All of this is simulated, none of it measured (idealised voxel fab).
voxel transistor to metal: a process module
This is section cut - it's 185 nm across, gridded in 5 nm square cells.
Square cells in a grid make up a cross-section in this document, and the grid is given as bands, listed from the top down, each one or more rows of cells. In this notation a band is specified by the heights of its top and bottom, in that order and in nm, after which its materials appear from left to right, each paired with its width in nm. The word "everywhere" attached to a single material means that material fills the band from edge to edge; the word "blank" stands for empty space. Measure heights from 0. That's the level where, below it, the as-received wafer is all one material. The lowest band is bottomless and extends downward; write it as in "0 nm and below". It should be noted that a width expressed as "30..40" varies in equal increments from row to row of cells within the band, taking the value of the first number at the top row and that of the second number at the bottom row. "identical to before" means the step left every cell of the cross-section as it was. The entry titled "Enclosed cavity list" provides the empty spaces that have no open way to the top, restricted to those of 8 cells or more. Each is presented as width x height at distance, the distance being measured from the left edge, with all three in nm. Step line, after settings: the simulator's comment on this step. overlay nm: how far to the right of its planned place the mask lay on this masked step (negative: to the left). Pairs, read this way: before one process step on the one hand, after it on the other, the after cross-section ending at the lowest band that changed; the step between, settings included, beneath. Same starting wafer throughout, but possibly different runs of this module, so no pair continues from the pair above unless its entry headed "Geometry before processing" says so.
### Geometry before processing
- 75 nm to 70 nm | SiCN everywhere
- 70 nm to 50 nm | 45 SiO2; 5 TiN; 5 Cu; 5 TiN; 60 SiO2; 5 TiN; 5 Cu; 5 TiN; 50 SiO2
- 50 nm to 45 nm | 45 SiN; 15 TiN; 60 SiN; 15 TiN; 50 SiN
- 45 nm to 35 nm | 45 SiO2; 5 TiN; 20..15 W; 5..10 TiN; 30 SiO2; 5..10 TiN; 20..15 W; 5 TiN; 50 SiO2
- 35 nm to 25 nm | 45 SiO2; 5 TiN; 15 W; 5 TiN; 10 SiN; 20 SiCN; 10 SiN; 5 TiN; 15 W; 5 TiN; 50 SiO2
- 25 nm to 15 nm | 45 SiO2; 5 TiN; 15 W; 5 TiN; 10 SiN; 20 polySi; 10 SiN; 5 TiN; 15 W; 5 TiN; 50 SiO2
- 15 nm to 10 nm | 45 SiO2; 25 TiN; 10 SiN; 20 polySi; 10 SiN; 25 TiN; 50 SiO2
- 10 nm to 0 nm | 45 SiO2; 10 TiN; 15 SiGe; 10 SiN; 20 polySi; 10 SiN; 15 SiGe; 10 TiN; 50 SiO2
- 0 nm to -5 nm | 35 SiO2; 35 SiGe; 40 SiO2; 35 SiGe; 40 SiO2
- -5 nm to -15 nm | 40 SiO2; 30 SiGe; 40 Si; 30 SiGe; 45 SiO2
- -15 nm to -30 nm | 40 SiO2; 100 Si; 45 SiO2
- -30 nm and below | Si everywhere
- Enclosed cavity list: none
### Sectional Result
- 100 nm to 70 nm | SiCN everywhere
- Below 70 it's all the same as before, nothing changed down there.
- Enclosed cavity list: none
Which operation lies between the before and after views above? DIRECTIONAL_DEP, material SiCN, thk nm 25
Geometry before processing: carried over from the after image of the pair right above.
### Sectional Result
- 115 nm to 100 nm | 45 resist; 15 blank; 60 resist; 15 blank; 50 resist
- Below 100 it's all the same as before, nothing changed down there.
- Enclosed cavity list: none
Which operation lies between the before and after views above? PATTERN, tone open, mask id METAL_2, material resist, width nm 15, pitch nm 75, thk nm 15, overlay nm 0
Geometry before processing: carried over from the after image of the pair right above.
### Sectional Result
- 100 nm to 70 nm | SiCN everywhere
- Below 70 it's all the same as before, nothing changed down there.
- Enclosed cavity list: none
Which operation lies between the before and after views above? STRIP, etch materials resist
Geometry before processing: carried over from the after image of the pair right above.
### Sectional Result
- 115 nm to 100 nm | aC everywhere
- Below 100 it's all the same as before, nothing changed down there.
- Enclosed cavity list: none
Which operation lies between the before and after views above? DIRECTIONAL_DEP, material aC, thk nm 15
Geometry before processing: carried over from the after image of the pair right above.
### Sectional Result
- 150 nm to 115 nm | 45 resist; 15 blank; 60 resist; 15 blank; 50 resist
- Below 115 it's all the same as before, nothing changed down there.
- Enclosed cavity list: none
Which operation lies between the before and after views above? PATTERN, tone open, mask id METAL_2_HOLES, material resist, width nm 15, pitch nm 75, thk nm 35, overlay nm 0
Geometry before processing: carried over from the after image of the pair right above.
### Sectional Result
- 135 nm to 115 nm | 45 resist; 15 blank; 60 resist; 15 blank; 50 resist
- 115 nm to 100 nm | 45 aC; 15 blank; 60 aC; 15 blank; 50 aC
- Below 100 it's all the same as before, nothing changed down there.
- Enclosed cavity list: none
Which operation lies between the before and after views above? DIRECTIONAL_ETCH, etch materials aC, depth nm 15
Geometry before processing: carried over from the after image of the pair right above.
### Sectional Result
- 115 nm to 100 nm | 45 aC; 15 blank; 60 aC; 15 blank; 50 aC
- Below 100 it's all the same as before, nothing changed down there.
- Enclosed cavity list: none
Which operation lies between the before and after views above? STRIP, etch materials resist
Geometry before processing: carried over from the after image of the pair right above.
### Sectional Result
- 115 nm to 100 nm | 45 aC; 15 blank; 60 aC; 15 blank; 50 aC
- 100 nm to 95 nm | 45 SiCN; 15 blank; 60 SiCN; 15 blank; 50 SiCN
- Below 95 it's all the same as before, nothing changed down there.
- Enclosed cavity list: none
Which operation lies between the before and after views above? DIRECTIONAL_ETCH, etch materials SiCN, depth nm 5
Geometry before processing: carried over from the after image of the pair right above.
### Sectional Result
- 100 nm to 95 nm | 45 SiCN; 15 blank; 60 SiCN; 15 blank; 50 SiCN
- Below 95 it's all the same as before, nothing changed down there.
- Enclosed cavity list: none
Which operation lies between the before and after views above? STRIP, etch materials aC
Geometry before processing: carried over from the after image of the pair right above.
### Sectional Result
- 105 nm to 100 nm | 50 TiN; 5 blank; 70 TiN; 5 blank; 55 TiN
- 100 nm to 95 nm | 45 SiCN; 15 TiN; 60 SiCN; 15 TiN; 50 SiCN
- Below 95 it's all the same as before, nothing changed down there.
- Enclosed cavity list: none
Which operation lies between the before and after views above? CONFORMAL_DEP, material TiN, thk nm 5
Geometry before processing: carried over from the after image of the pair right above.
### Sectional Result
- 115 nm to 105 nm | Cu everywhere
- 105 nm to 100 nm | 50 TiN; 5 Cu; 70 TiN; 5 Cu; 55 TiN
- Below 100 it's all the same as before, nothing changed down there.
- Enclosed cavity list: none
Which operation lies between the before and after views above? FILL_DEP, material Cu, thk nm 10
Geometry before processing: carried over from the after image of the pair right above.
### Sectional Result
- 100 nm to 95 nm | 45 SiCN; 15 TiN; 60 SiCN; 15 TiN; 50 SiCN
- Below 95 it's all the same as before, nothing changed down there.
- Enclosed cavity list: none
Which operation lies between the before and after views above? CMP, height nm 100
Geometry before processing: carried over from the after image of the pair right above.
### Sectional Result
- 105 nm to 100 nm | SiN everywhere
- Below 100 it's all the same as before, nothing changed down there.
- Enclosed cavity list: none
Which operation lies between the before and after views above? CONFORMAL_DEP, material SiN, thk nm 5
### Geometry before processing
- 100 nm to 75 nm | SiO2 everywhere
- 75 nm to 70 nm | SiCN everywhere
- 70 nm to 50 nm | 45 SiO2; 5 TiN; 5 Cu; 5 TiN; 60 SiO2; 5 TiN; 5 Cu; 5 TiN; 50 SiO2
- 50 nm to 45 nm | 45 SiN; 15 TiN; 60 SiN; 15 TiN; 50 SiN
- 45 nm to 35 nm | 45 SiO2; 5 TiN; 20..15 W; 5..10 TiN; 30 SiO2; 5..10 TiN; 20..15 W; 5 TiN; 50 SiO2
- 35 nm to 25 nm | 45 SiO2; 5 TiN; 15 W; 5 TiN; 10 SiN; 20 SiCN; 10 SiN; 5 TiN; 15 W; 5 TiN; 50 SiO2
- 25 nm to 15 nm | 45 SiO2; 5 TiN; 15 W; 5 TiN; 10 SiN; 20 polySi; 10 SiN; 5 TiN; 15 W; 5 TiN; 50 SiO2
- 15 nm to 10 nm | 45 SiO2; 25 TiN; 10 SiN; 20 polySi; 10 SiN; 25 TiN; 50 SiO2
- 10 nm to 0 nm | 45 SiO2; 10 TiN; 15 SiGe; 10 SiN; 20 polySi; 10 SiN; 15 SiGe; 10 TiN; 50 SiO2
- 0 nm to -5 nm | 35 SiO2; 35 SiGe; 40 SiO2; 35 SiGe; 40 SiO2
- -5 nm to -15 nm | 40 SiO2; 30 SiGe; 40 Si; 30 SiGe; 45 SiO2
- -15 nm to -30 nm | 40 SiO2; 100 Si; 45 SiO2
- -30 nm and below | Si everywhere
- Enclosed cavity list: none
### Sectional Result
- 115 nm to 100 nm | 45 blank; 15 resist; 60 blank; 15 resist; 50 blank
- Below 100 it's all the same as before, nothing changed down there.
- Enclosed cavity list: none
Which operation lies between the before and after views above? PATTERN, tone cover, mask id METAL_2, material resist, width nm 15, pitch nm 75, thk nm 15, overlay nm 0
Geometry before processing: carried over from the after image of the pair right above.
### Sectional Result
- 115 nm to 100 nm | 45 blank; 15 resist; 60 blank; 15 resist; 50 blank
- 100 nm to 85 nm | 45 blank; 15 SiO2; 60 blank; 15 SiO2; 50 blank
- Below 85 it's all the same as before, nothing changed down there.
- Enclosed cavity list: none
Which operation lies between the before and after views above? DIRECTIONAL_ETCH, etch materials SiO2, depth nm 15
Geometry before processing: carried over from the after image of the pair right above.
### Sectional Result
- 100 nm to 85 nm | 45 blank; 15 SiO2; 60 blank; 15 SiO2; 50 blank
- Below 85 it's all the same as before, nothing changed down there.
- Enclosed cavity list: none
Which operation lies between the before and after views above? STRIP, etch materials resist
Geometry before processing: carried over from the after image of the pair right above.
### Sectional Result
- 115 nm to 100 nm | 45 blank; 15 aC; 60 blank; 15 aC; 50 blank
- 100 nm to 85 nm | 45 aC; 15 SiO2; 60 aC; 15 SiO2; 50 aC
- Below 85 it's all the same as before, nothing changed down there.
- Enclosed cavity list: none
Which operation lies between the before and after views above? DIRECTIONAL_DEP, material aC, thk nm 15
Geometry before processing: carried over from the after image of the pair right above.
### Sectional Result
- 150 nm to 115 nm | 45 resist; 15 blank; 60 resist; 15 blank; 50 resist
- 115 nm to 100 nm | 45 resist; 15 aC; 60 resist; 15 aC; 50 resist
- Below 100 it's all the same as before, nothing changed down there.
- Enclosed cavity list: none
Which operation lies between the before and after views above? PATTERN, tone open, mask id METAL_2_HOLES, material resist, width nm 15, pitch nm 75, thk nm 35, overlay nm 0
Geometry before processing: carried over from the after image of the pair right above.
### Sectional Result
- 135 nm to 100 nm | 45 resist; 15 blank; 60 resist; 15 blank; 50 resist
- Below 100 it's all the same as before, nothing changed down there.
- Enclosed cavity list: none
Which operation lies between the before and after views above? DIRECTIONAL_ETCH, etch materials aC, depth nm 15
Geometry before processing: carried over from the after image of the pair right above.
### Sectional Result
- 100 nm to 85 nm | 45 aC; 15 SiO2; 60 aC; 15 SiO2; 50 aC
- Below 85 it's all the same as before, nothing changed down there.
- Enclosed cavity list: none
Which operation lies between the before and after views above? STRIP, etch materials resist
Geometry before processing: carried over from the after image of the pair right above.
### Sectional Result
- 100 nm to 90 nm | 45 aC; 15 blank; 60 aC; 15 blank; 50 aC
- Below 90 it's all the same as before, nothing changed down there.
- Enclosed cavity list: none
Which operation lies between the before and after views above? DIRECTIONAL_ETCH, etch materials SiO2, depth nm 10
Geometry before processing: carried over from the after image of the pair right above.
### Sectional Result
- 90 nm to 85 nm | 45 blank; 15 SiO2; 60 blank; 15 SiO2; 50 blank
- Below 85 it's all the same as before, nothing changed down there.
- Enclosed cavity list: none
Which operation lies between the before and after views above? STRIP, etch materials aC
Geometry before processing: carried over from the after image of the pair right above.
### Sectional Result
- 95 nm to 90 nm | 40 blank; 25 TiN; 50 blank; 25 TiN; 45 blank
- 90 nm to 85 nm | 45 TiN; 15 SiO2; 60 TiN; 15 SiO2; 50 TiN
- Below 85 it's all the same as before, nothing changed down there.
- Enclosed cavity list: none
Which operation lies between the before and after views above? CONFORMAL_DEP, material TiN, thk nm 5
Geometry before processing: carried over from the after image of the pair right above.
### Sectional Result
- 105 nm to 95 nm | Cu everywhere
- 95 nm to 90 nm | 40 Cu; 25 TiN; 50 Cu; 25 TiN; 45 Cu
- Below 90 it's all the same as before, nothing changed down there.
- Enclosed cavity list: none
Which operation lies between the before and after views above? FILL_DEP, material Cu, thk nm 10
Geometry before processing: carried over from the after image of the pair right above.
### Sectional Result
- 100 nm to 95 nm | Cu everywhere
- Below 95 it's all the same as before, nothing changed down there.
- Enclosed cavity list: none
Which operation lies between the before and after views above? CMP, height nm 100
Geometry before processing: carried over from the after image of the pair right above.
### Sectional Result
- 105 nm to 100 nm | SiN everywhere
- Below 100 it's all the same as before, nothing changed down there.
- Enclosed cavity list: none
Which operation lies between the before and after views above? CONFORMAL_DEP, material SiN, thk nm 5
